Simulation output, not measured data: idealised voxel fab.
The name of this process module is voxel ribs on slabs.
It is cross-section cut that appears here, measuring 145 nm in width, its square cells being 5 nm in size.
A cross-section is a grid of square cells, given in bands from the top down. A band is one or more rows of cells.
Heights first: top, then bottom, in nm. Then materials, left to right, each with a width in nm. "all across" on a single material: fills the band edge to edge. "empty": empty space.
Height 0 is the level under which the wafer as received is all one material. The lowest band goes on downwards, as in "0 -> down".
Top row gets the first number, bottom row gets the second, and each row in between changes by the same step: that is how a band width like "30..40" works.
"nothing was modified" means the step left every cell of the cross-section as it was.
Each empty space that has no open way to the top and spans at least 8 cells appears under "Sealed internal cavities" as width x height at distance, the distance counted from the left edge, all in nm.
It should be noted that, on the line of a given step, the content following the step's settings is a remark produced by the simulator itself with respect to that step.
For masked steps, "overlay nm" on the step line gives how far right of plan the mask actually lay; a minus sign means it lay to the left.
Plan:
1. RECEIVE [material Si]
2. DIRECTIONAL_DEP [material SiO2] [thk nm 25]
3. DIRECTIONAL_DEP [material polySi] [thk nm 20]
4. DIRECTIONAL_DEP [material aC] [thk nm 10]
5. PATTERN [tone cover] [mask id RIB] [material resist] [width nm 20] [thk nm 25] [overlay nm 0]
6. DIRECTIONAL_ETCH [etch materials aC] [depth nm 10]
7. STRIP [etch materials resist]
8. DIRECTIONAL_ETCH [etch materials polySi] [depth nm 15]
9. STRIP [etch materials aC]
10. DIRECTIONAL_DEP [material aC] [thk nm 15]
11. PATTERN [tone cover] [mask id SLAB] [material resist] [width nm 60] [thk nm 30] [overlay nm 0]
12. DIRECTIONAL_ETCH [etch materials aC] [depth nm 15]
13. STRIP [etch materials resist]
14. DIRECTIONAL_ETCH [etch materials polySi] [depth nm 5]
15. STRIP [etch materials aC]
16. FILL_DEP [material SiO2] [thk nm 20]
17. CMP [height nm 55]
18. DIRECTIONAL_DEP [material TiN] [thk nm 10]
19. PATTERN [tone cover] [mask id HEATER] [material resist] [width nm 30] [thk nm 20] [overlay nm 0]
20. DIRECTIONAL_ETCH [etch materials TiN] [depth nm 10]
21. STRIP [etch materials resist]
22. CONFORMAL_DEP [material SiO2] [thk nm 10]
This is the cross-section of the wafer as we received it, i.e. after step 1:
  0 -> down = Si all across
  Sealed internal cavities: none
The cross-section shown corresponds to the wafer at the conclusion of the module. The initial structure and the process plan are those presented above; however, one mistake occurred in executing the plan:
  75 -> 65 = empty 45 / SiO2 50 / empty 50
  65 -> 55 = SiO2 55 / TiN 30 / SiO2 60
  55 -> 45 = SiO2 60..40 / polySi 20..60 / SiO2 65..45
  45 -> 25 = polySi all across
  25 -> 0 = SiO2 all across
  0 -> down = Si all across
  Sealed internal cavities: none
Against the plan, the run slipped here: the plan's step 3 ran twice
